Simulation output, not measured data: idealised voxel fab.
Process module under the name voxel lift off
In the cross-section labelled cut, the width is 155 nm and each square cell is 5 nm.
In this document a cross-section is written as a grid of square cells. It is given as a series of bands, listed from the top down, and a band is one or more rows of cells.
Band: top and bottom heights (nm) first, top before bottom; then materials from left to right, widths in nm. "throughout" marks a sole material filling the band edge to edge. "air" denotes empty space.
Basically, 0 is our baseline, since under it the wafer straight out of the box is all one material. The bottom band has no lower end and keeps on going down, so it looks like "z 0 and below".
Width: "30..40" (first number = top row, second number = bottom row, same change from row to row of cells).
"same as before" for a step: no cell of the cross-section changed in that step.
"Closed-off voids": empty spaces of 8 cells or more with no open way to the top, each given as width x height at distance, distance from the left edge, all in nm.
Note: text after step settings on the step line = simulator remark on that step.
overlay nm: mask offset rightward from planned place, masked step; negative means leftward offset.
## The following list gives the planned process steps
1) RECEIVE with material Si
2) CONFORMAL_DEP with material Al2O3, thk nm 15
3) PATTERN with tone open, mask id LINES, material resist, width nm 15, pitch nm 40, thk nm 25, overlay nm 0
4) DIRECTIONAL_DEP with material Ru, thk nm 15
5) STRIP with etch materials resist
6) CONFORMAL_DEP with material SiO2, thk nm 5
## The first of the two wafers, which ran as planned
## as received, after step 1
z 0 and below  Si throughout
Closed-off voids: none
## So this is the wafer cross-section right after step 2
z 15 to 0  Al2O3 throughout
Below 0, no change.
## So this is the wafer cross-section right after step 3
z 40 to 15  30 of resist; 15 of air; 25 of resist; 15 of air; 25 of resist; 15 of air; 30 of resist
Below 15, no change.
## So this is the wafer cross-section right after step 4
z 55 to 40  30 of Ru; 15 of air; 25 of Ru; 15 of air; 25 of Ru; 15 of air; 30 of Ru
z 40 to 30  30 of resist; 15 of air; 25 of resist; 15 of air; 25 of resist; 15 of air; 30 of resist
z 30 to 15  30 of resist; 15 of Ru; 25 of resist; 15 of Ru; 25 of resist; 15 of Ru; 30 of resist
Below 15, no change.
## So this is the wafer cross-section right after step 5
z 30 to 15  30 of air; 15 of Ru; 25 of air; 15 of Ru; 25 of air; 15 of Ru; 30 of air
Below 15, no change.
## So this is the wafer cross-section right after step 6
z 35 to 30  25 of air; 25 of SiO2; 15 of air; 25 of SiO2; 15 of air; 25 of SiO2; 25 of air
z 30 to 20  25 of air; 5 of SiO2; 15 of Ru; 5 of SiO2; 15 of air; 5 of SiO2; 15 of Ru; 5 of SiO2; 15 of air; 5 of SiO2; 15 of Ru; 5 of SiO2; 25 of air
z 20 to 15  30 of SiO2; 15 of Ru; 25 of SiO2; 15 of Ru; 25 of SiO2; 15 of Ru; 30 of SiO2
Below 15, no change.
## Here the second wafer is described. Its start and its plan were those of the first wafer. Its run contained one mistake. Up to and including step 3, it did exactly what the first wafer did
## Second wafer, cross-section, planned end of step 4
z 55 to 40  30 of SiO2; 15 of air; 25 of SiO2; 15 of air; 25 of SiO2; 15 of air; 30 of SiO2
z 40 to 30  30 of resist; 15 of air; 25 of resist; 15 of air; 25 of resist; 15 of air; 30 of resist
z 30 to 15  30 of resist; 15 of SiO2; 25 of resist; 15 of SiO2; 25 of resist; 15 of SiO2; 30 of resist
Below 15, no change.
## Second wafer, cross-section, planned end of step 5
z 30 to 15  30 of air; 15 of SiO2; 25 of air; 15 of SiO2; 25 of air; 15 of SiO2; 30 of air
Below 15, no change.
## Second wafer, cross-section, planned end of step 6
z 35 to 20  25 of air; 25 of SiO2; 15 of air; 25 of SiO2; 15 of air; 25 of SiO2; 25 of air
z 20 to 15  SiO2 throughout
Below 15, no change.
Finding, execution versus plan: step 4 went in with a setting other than planned; the actual run was DIRECTIONAL_DEP with material SiO2, thk nm 15
Heads up, by the end the second wafer has more or fewer cells of some materials compared to the first: Ru: 27 fewer | SiO2: 27 more
